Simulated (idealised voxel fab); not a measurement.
Herein follows the process module entitled voxel self aligned vias.
The cross-section on display is named cut; it measures 165 nm wide, and its cells are 5 nm squares.
If you're reading a cross-section in this doc, picture square cells in a grid; it comes to you as bands, top ones listed first down to the bottom, and a band can be one or more rows of cells.
Quick guide to a band line: top height, bottom height (nm) up front; then every material left to right with its width in nm. Only one material and it's marked "everywhere"? Then it fills the band edge to edge. And "blank" just means empty space.
Heads up on the height convention: 0 is the point under which the incoming wafer is all one material, and the lowest band has no bottom, it just keeps going down, like "top 0, no bottom".
A width given as "30 to 40" starts at the first number in the band's top row and ends at the second number in its bottom row, shifting by an equal amount at every step from row to row.
What does "nothing altered" mean for a step? It means no cell of the cross-section changed in that step.
"Trapped cavities" lists enclosed empty spaces (at least 8 cells, no open path upward to the top), each as width x height at distance from the left edge, in nm.
Past the settings on a step's line: simulator remark, on that step.
Among the settings permitted on a step's line is "overlay nm"; applied to a step with a mask, it specifies the extent to which the mask lay to the right of its planned position, whereas a negative figure signifies a position to the left.

Planned process steps:
- 1: RECEIVE,material Si
- 2: CONFORMAL_DEP,material SiO2,thk nm 15
- 3: CONFORMAL_DEP,material SiCN,thk nm 5
- 4: DIRECTIONAL_DEP,material lowk,thk nm 20
- 5: PATTERN,tone open,mask id LINES,material resist,width nm 20,pitch nm 60,thk nm 15,overlay nm 0
- 6: DIRECTIONAL_ETCH,etch materials lowk,depth nm 20
- 7: STRIP,etch materials resist
- 8: CONFORMAL_DEP,material TiN,thk nm 5
- 9: FILL_DEP,material Ru,thk nm 10
- 10: CMP,height nm 40
- 11: SELECTIVE_ETCH,etch materials W Ru TiN,depth nm 5
- 12: FILL_DEP,material SiN,thk nm 10
- 13: CMP,height nm 40
- 14: DIRECTIONAL_DEP,material lowk,thk nm 20
- 15: MASKED_ETCH,tone open,mask id VIAS,width nm 40,etch materials lowk,depth nm 20,overlay nm 0
- 16: MASKED_ETCH,tone open,mask id VIAS,width nm 40,etch materials SiN,depth nm 5,overlay nm 0
- 17: CONFORMAL_DEP,material TiN,thk nm 5
- 18: FILL_DEP,material W,thk nm 10
- 19: CMP,height nm 60
- 20: CONFORMAL_DEP,material SiCN,thk nm 5

Wafer cross-section on receipt, i.e. after step 1:
> top 0, no bottom | Si everywhere
> Trapped cavities: none

Starting wafer: above. Plan: above. Run: one mistake. Cross-section after the module: below:
> top 65, bottom 60 | SiCN everywhere
> top 60, bottom 45 | lowk=35 | TiN=5 | W=25 | TiN=5 | lowk=95
> top 45, bottom 40 | lowk=35 | TiN=10 | W=10 | TiN=15 | lowk=95
> top 40, bottom 35 | lowk=40 | TiN=20 | lowk=40 | SiN=20 | lowk=45
> top 35, bottom 25 | lowk=40 | TiN=5 | Ru=10 | TiN=5 | lowk=40 | TiN=5 | Ru=10 | TiN=5 | lowk=45
> top 25, bottom 20 | lowk=40 | TiN=20 | lowk=40 | TiN=20 | lowk=45
> top 20, bottom 15 | SiCN everywhere
> top 15, bottom 0 | SiO2 everywhere
> top 0, no bottom | Si everywhere
> Trapped cavities: none
It is concluded that the wafer was processed incorrectly with respect to the plan, in that the process deviated at step 15: the operation and settings actually run there were MASKED_ETCH,tone open,mask id VIAS,width nm 35,etch materials lowk,depth nm 20,overlay nm 0
